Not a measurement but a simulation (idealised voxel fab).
Documented hereafter: the process module known as voxel released beams.
Square cell edge 5 nm, section width 205 nm, ID cut.
Bands, listed from the top down, are how a cross-section gets written in this document; the cross-section itself is a grid of square cells, and a band is one or more rows of them.
Heads up on the band format: heights come first, top then bottom, in nm. After that it's the materials left to right, each with its width in nm. A single material flagged "throughout" fills the whole band edge to edge, and "blank" means there's empty space there.
Heads up on the height convention: 0 is the point under which the incoming wafer is all one material, and the lowest band has no bottom, it just keeps going down, like "0 down".
So if you see something like "30->40" for the width, read it as the top row of the band sitting at the first number and the bottom row at the second, with every row in between moving by the same amount as the last.
You'll sometimes find "no alterations made" written for a step, and that's the way of saying that nowhere in the cross-section did a cell change during that step.
The list in "Unvented voids" covers empty spaces of 8 cells or more that cannot reach the top through any open way, and it gives each as width x height at distance; the distance is from the left edge, and width, height and distance are in nm.
If you see something after the settings on a step's line, that's the simulator's own remark about that step.
overlay nm, on a step with a mask: how far to the right of its planned place the mask lay; to the left if negative

Below is the list of planned process steps
1: RECEIVE: material Si
2: CONFORMAL_DEP: material SiN, thk nm 5
3: DIRECTIONAL_DEP: material SiO2, thk nm 20
4: MASKED_ETCH: tone open, mask id ANCHOR, width nm 45, etch materials SiO2, depth nm 20, overlay nm 0
5: CONFORMAL_DEP: material W, thk nm 15
6: DIRECTIONAL_DEP: material aC, thk nm 15
7: PATTERN: tone cover, mask id BEAM, material resist, width nm 120, thk nm 35, overlay nm 0
8: DIRECTIONAL_ETCH: etch materials aC, depth nm 15
9: STRIP: etch materials resist
10: DIRECTIONAL_ETCH: etch materials W, depth nm 15
11: STRIP: etch materials aC
12: STRIP: etch materials SiO2

Cross-section of the wafer at receipt, which is the condition after step 1
> 0 down | Si throughout
> Unvented voids: none

Run as planned - first of the two wafers cross-sectioned at the end of the module
> 40 to 25 | 40 of blank  20 of W  15 of blank  85 of W  45 of blank
> 25 to 20 | 45 of blank  15 of W  15 of blank  15 of W  115 of blank
> 20 to 5 | 45 of blank  45 of W  115 of blank
> 5 to 0 | SiN throughout
> 0 down | Si throughout
> Unvented voids: none

Now the second wafer, cross-sectioned at the end of the module. Nothing different at the start, nothing different in the plan compared with the first, just one mistake when it was actually run
> 40 to 25 | 40 of blank  120 of W  45 of blank
> 25 to 20 | SiN throughout
> 20 to 0 | SiO2 throughout
> 0 down | Si throughout
> Unvented voids: none
Heads up, the wafer didn't run the way we planned it: the executed order of steps 2 and 3 is the reverse of that specified in the plan, each step having taken the other's position
Cell-count delta at end, second wafer over first, by material: SiO2: 164 more; W: 24 fewer
